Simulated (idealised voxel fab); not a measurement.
Herein follows the process module entitled voxel spacer lines.
cross-section cut | 220 nm wide | cells 5 nm
If you're reading a cross-section in this doc, picture square cells in a grid; it comes to you as bands, top ones listed first down to the bottom, and a band can be one or more rows of cells.
Quick guide to a band line: top height, bottom height (nm) up front; then every material left to right with its width in nm. Only one material and it's marked "full width"? Then it fills the band edge to edge. And "empty" just means empty space.
Ref level 0: as-received wafer is one material below here. Bottom band extends down with no lower bound ("top 0, no bottom").
Note: "30 to 40" means the width goes from the first number (top row of the band) to the second number (bottom row) in equal steps per row of cells.
"nothing different" -> step changed no cross-section cell.
Any empty space of 8 cells or more lacking an open way to the top shows up in "Cavities, closed" as width x height at distance, distance from the left edge, in nm.
On a step's line, text after the settings is the simulator commenting on that step.
When a step includes a mask, the "overlay nm" setting on its line states how far to the right of its planned place that mask lay, and negative values state how far to the left.

## Process steps foreseen in the plan
1,op RECEIVE | material Si
2,op CONFORMAL_DEP | material Al2O3 | thk nm 5
3,op DIRECTIONAL_DEP | material TiN | thk nm 20
4,op DIRECTIONAL_DEP | material aC | thk nm 30
5,op PATTERN | tone cover | mask id MANDREL | material resist | width nm 20 | pitch nm 70 | thk nm 40 | overlay nm 0
6,op DIRECTIONAL_ETCH | etch materials aC | depth nm 30
7,op STRIP | etch materials resist
8,op CONFORMAL_DEP | material SiN | thk nm 15
9,op DIRECTIONAL_ETCH | etch materials SiN | depth nm 15
10,op STRIP | etch materials aC
11,op DIRECTIONAL_ETCH | etch materials TiN | depth nm 20
12,op STRIP | etch materials SiN

## As-received wafer cross-section (after step 1)
    top 0, no bottom = Si full width
    Cavities, closed: none

## This is how the wafer looks in cross-section once the module is done, given the starting state and plan above and one mistake in carrying the plan out
    top 25, bottom 5 = 25 of empty; 15 of TiN; 20 of empty; 15 of TiN; 20 of empty; 15 of TiN; 20 of empty; 15 of TiN; 20 of empty; 15 of TiN; 20 of empty; 15 of TiN; 5 of empty
    top 5, bottom 0 = Al2O3 full width
    top 0, no bottom = Si full width
    Cavities, closed: none
The mistake made against the process plan was this: step 5 was processed under conditions differing from the plan, specifically as op PATTERN | tone cover | mask id MANDREL | material resist | width nm 20 | pitch nm 70 | thk nm 40 | overlay nm 10
